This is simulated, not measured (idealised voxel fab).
The document below concerns the process module designated voxel released beams.
Displayed cross-section: cut, width of 255 nm, square cells sized 5 nm.
Cross-section format: a grid of square cells, given as bands from top to bottom; each band is one or more rows of cells.
Each band's line starts with the height of the band's top and of its bottom, in nm. Then come its materials from left to right, each with its width in nm. One material with "throughout" fills the band from edge to edge. "air" is empty space.
All heights in this document are referenced to 0, defined as the level beneath which the wafer, as received, consists entirely of one material. The lowest band is not bounded below; it extends indefinitely downward and is written in the form "z 0 and below".
Think of "30..40" as a width that walks from the first number to the second as you go down the band, top row to bottom row, taking equal-sized steps from row to row.
Where the words "no change occurred" appear for a step, the cross-section shows no cell changed by that step; every cell remained as before.
The label "Enclosed void listing" introduces a list of the empty spaces, 8 cells or larger, that have no open way up to the top; each entry in it reads width x height at distance, where the distance is taken from the left edge and all three are stated in nm.
Post-settings text on a step line: simulator's own remark regarding the step.
overlay nm: mask right of planned place by this much (step with mask). Neg. = left.

Steps in the process plan
1: RECEIVE | material Si
2: CONFORMAL_DEP | material Al2O3 | thk nm 10
3: DIRECTIONAL_DEP | material SiO2 | thk nm 10
4: DIRECTIONAL_DEP | material aC | thk nm 15
5: PATTERN | tone open | mask id ANCHOR | material resist | width nm 30 | thk nm 35 | overlay nm 0
6: DIRECTIONAL_ETCH | etch materials aC | depth nm 15
7: STRIP | etch materials resist
8: DIRECTIONAL_ETCH | etch materials SiO2 | depth nm 10
9: STRIP | etch materials aC
10: CONFORMAL_DEP | material SiN | thk nm 10
11: MASKED_ETCH | tone cover | mask id BEAM | width nm 100 | etch materials SiN | depth nm 10 | overlay nm 0
12: STRIP | etch materials SiO2

The cross-section here shows the wafer as received, i.e. in its state after step 1
z 0 and below = Si throughout
Enclosed void listing: none

Wafer at module end, in section. Began as above, planned as above, run with one mistake
z 20 to 10 = 75 air; 15 SiN; 10 air; 75 SiN; 80 air
z 10 to 0 = 80 air; 30 SiN; 145 air
z 0 and below = Si throughout
Enclosed void listing: none
What was done differently from what was planned? plan step 2 was not performed, having been skipped
